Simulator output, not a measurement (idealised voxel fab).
The following process module bears the name voxel self aligned vias.
In the cross-section labelled cut, the width is 220 nm and each square cell is 5 nm.
A cross-section in this document is a grid of square cells, and it is written down as bands, the top band listed before the ones below it; a band is made up of one or more rows of cells.
Band entry format. Leading values: height of top, height of bottom, nm. Remainder: materials in left-to-right order, each with its width in nm. Special words: "full width" on a single material, which then fills the band edge to edge; "air", empty space.
Heights are reckoned from 0. Under this level, the received wafer is all of one material. The bottommost band is open-ended downward, for example "0 down".
So if you see something like "30->40" for the width, read it as the top row of the band sitting at the first number and the bottom row at the second, with every row in between moving by the same amount as the last.
"no change" (step): cross-section cells unchanged, all of them.
This entry, "Tabulated closed voids", enumerates those empty regions of no fewer than 8 cells that possess no open connection to the top. Each region is reported in the form width x height at distance, the distance being taken from the left edge, with all three quantities expressed in nm.
That trailing text on a step's line, after the settings, is the simulator's own remark on the step.
For masked steps, "overlay nm" on the step line gives how far right of plan the mask actually lay; a minus sign means it lay to the left.

SET OUT BELOW ARE THE PLANNED STEPS OF THE PROCESS
| 1 | RECEIVE: material Si |
| 2 | CONFORMAL_DEP: material SiO2, thk nm 10 |
| 3 | CONFORMAL_DEP: material SiCN, thk nm 5 |
| 4 | DIRECTIONAL_DEP: material SiO2, thk nm 20 |
| 5 | MASKED_ETCH: tone open, mask id LINES, width nm 20, pitch nm 60, etch materials SiO2, depth nm 20, overlay nm 0 |
| 6 | CONFORMAL_DEP: material TiN, thk nm 5 |
| 7 | FILL_DEP: material W, thk nm 5 |
| 8 | CMP: height nm 35 |
| 9 | SELECTIVE_ETCH: etch materials W Ru TiN, depth nm 10 |
| 10 | FILL_DEP: material SiN, thk nm 5 |
| 11 | CMP: height nm 35 |
| 12 | DIRECTIONAL_DEP: material SiO2, thk nm 15 |
| 13 | DIRECTIONAL_DEP: material aC, thk nm 15 |
| 14 | PATTERN: tone open, mask id VIAS, material resist, width nm 40, pitch nm 120, thk nm 30, overlay nm 0 |
| 15 | DIRECTIONAL_ETCH: etch materials aC, depth nm 15 |
| 16 | STRIP: etch materials resist |
| 17 | DIRECTIONAL_ETCH: etch materials SiO2, depth nm 15 |
| 18 | DIRECTIONAL_ETCH: etch materials SiN, depth nm 10 |
| 19 | STRIP: etch materials aC |
| 20 | CONFORMAL_DEP: material TiN, thk nm 5 |
| 21 | FILL_DEP: material W, thk nm 5 |
| 22 | CMP: height nm 50 |
| 23 | CONFORMAL_DEP: material SiCN, thk nm 5 |

THE CROSS-SECTION HERE SHOWS THE WAFER AS RECEIVED, I.E. IN ITS STATE AFTER STEP 1
  0 down  Si full width
  Tabulated closed voids: none

POST-MODULE CROSS-SECTION: IDENTICAL START AND PLAN TO THOSE ABOVE, ONE MISSTEP IN EXECUTION
  55 to 50  SiCN full width
  50 to 45  35 TiN, then 30 W, then 90 TiN, then 30 W, then 35 TiN
  45 to 35  30 SiO2, then 5 TiN, then 30 W, then 5 TiN, then 80 SiO2, then 5 TiN, then 30 W, then 5 TiN, then 30 SiO2
  35 to 30  30 SiO2, then 15 TiN, then 10 W, then 15 TiN, then 30 SiO2, then 20 SiN, then 30 SiO2, then 15 TiN, then 10 W, then 15 TiN, then 30 SiO2
  30 to 25  40 SiO2, then 20 TiN, then 40 SiO2, then 20 SiN, then 40 SiO2, then 20 TiN, then 40 SiO2
  25 to 20  40 SiO2, then 5 TiN, then 10 W, then 5 TiN, then 40 SiO2, then 5 TiN, then 10 W, then 5 TiN, then 40 SiO2, then 5 TiN, then 10 W, then 5 TiN, then 40 SiO2
  20 to 15  40 SiO2, then 20 TiN, then 40 SiO2, then 20 TiN, then 40 SiO2, then 20 TiN, then 40 SiO2
  15 to 10  SiCN full width
  10 to 0  SiO2 full width
  0 down  Si full width
  Tabulated closed voids: none
Misprocessing identified: step 12 was not run as planned; what actually ran was DIRECTIONAL_DEP: material SiO2, thk nm 10
